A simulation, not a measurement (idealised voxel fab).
The following is a process module called voxel self aligned vias.
It is cross-section cut that appears here, measuring 235 nm in width, its square cells being 5 nm in size.
When this document writes out a cross-section, it uses a grid of square cells and lists it as bands, beginning at the top and moving down, with a band standing for one or more rows of cells.
Top height, bottom height, nm. Materials left to right, width each, nm. Single material + "everywhere" = fills band edge to edge. "air" = empty.
Ref level 0: as-received wafer is one material below here. Bottom band extends down with no lower bound ("0 -> down").
Width "30->40": first value at the band's top row of cells, second value at its bottom row, equal change from row to row.
"no change occurred" for a step: no cell of the cross-section changed in that step.
"Closed void register" specifies each empty space that is not open to the top and that occupies no fewer than 8 cells, using the form width x height at distance, the distance measured from the left edge and all three quantities in nm.
The remark found on a step's line after its settings is issued by the simulator itself and pertains to that step.
overlay nm: mask offset rightward from planned place, masked step; negative means leftward offset.
STEPS IN THE PROCESS PLAN
1) RECEIVE, material Si
2) CONFORMAL_DEP, material SiO2, thk nm 10
3) CONFORMAL_DEP, material SiCN, thk nm 5
4) DIRECTIONAL_DEP, material SiO2, thk nm 30
5) MASKED_ETCH, tone open, mask id LINES, width nm 25, pitch nm 70, etch materials SiO2, depth nm 30, overlay nm 0
6) CONFORMAL_DEP, material TiN, thk nm 5
7) FILL_DEP, material Ru, thk nm 5
8) CMP, height nm 45
9) SELECTIVE_ETCH, etch materials W Ru TiN, depth nm 10
10) FILL_DEP, material SiN, thk nm 10
11) CMP, height nm 45
12) DIRECTIONAL_DEP, material SiO2, thk nm 15
13) DIRECTIONAL_DEP, material aC, thk nm 10
14) PATTERN, tone open, mask id VIAS, material resist, width nm 45, pitch nm 70, thk nm 30, overlay nm 0
15) DIRECTIONAL_ETCH, etch materials aC, depth nm 10
16) STRIP, etch materials resist
17) DIRECTIONAL_ETCH, etch materials SiO2, depth nm 15
18) DIRECTIONAL_ETCH, etch materials SiN, depth nm 10
19) STRIP, etch materials aC
20) CONFORMAL_DEP, material TiN, thk nm 5
21) FILL_DEP, material W, thk nm 10
22) CMP, height nm 60
23) CONFORMAL_DEP, material SiN, thk nm 5
SO THIS IS THE INCOMING WAFER IN CROSS-SECTION - IT'S ALREADY BEEN THROUGH STEP 1
* 0 -> down  Si everywhere
* Closed void register: none
THE MODULE WAS RUN FROM THE START SHOWN ABOVE USING THE PLAN SHOWN ABOVE, BUT ONE MISTAKE WAS MADE DOING IT; THE RESULTING WAFER CROSS-SECTION IS BELOW
* 65 -> 60  SiN everywhere
* 60 -> 50  SiO2 (65); TiN (5); W (35); TiN (5); SiO2 (25); TiN (5); W (35); TiN (5); SiO2 (55)
* 50 -> 40  SiO2 (65->70); TiN (10->5); W (15); TiN (20->5); SiO2 (25->45); TiN (10->5); W (15); TiN (20->5); SiO2 (55->70)
* 40 -> 35  SiO2 (70); TiN (25); SiO2 (45); TiN (25); SiO2 (70)
* 35 -> 20  SiO2 (70); TiN (5); Ru (15); TiN (5); SiO2 (45); TiN (5); Ru (15); TiN (5); SiO2 (70)
* 20 -> 15  SiO2 (70); TiN (25); SiO2 (45); TiN (25); SiO2 (70)
* 15 -> 10  SiCN everywhere
* 10 -> 0  SiO2 everywhere
* 0 -> down  Si everywhere
* Closed void register: none
Heads up, the wafer didn't run the way we planned it: not per plan at step 14, really ran PATTERN, tone open, mask id VIAS, material resist, width nm 45, pitch nm 70, thk nm 30, overlay nm 5
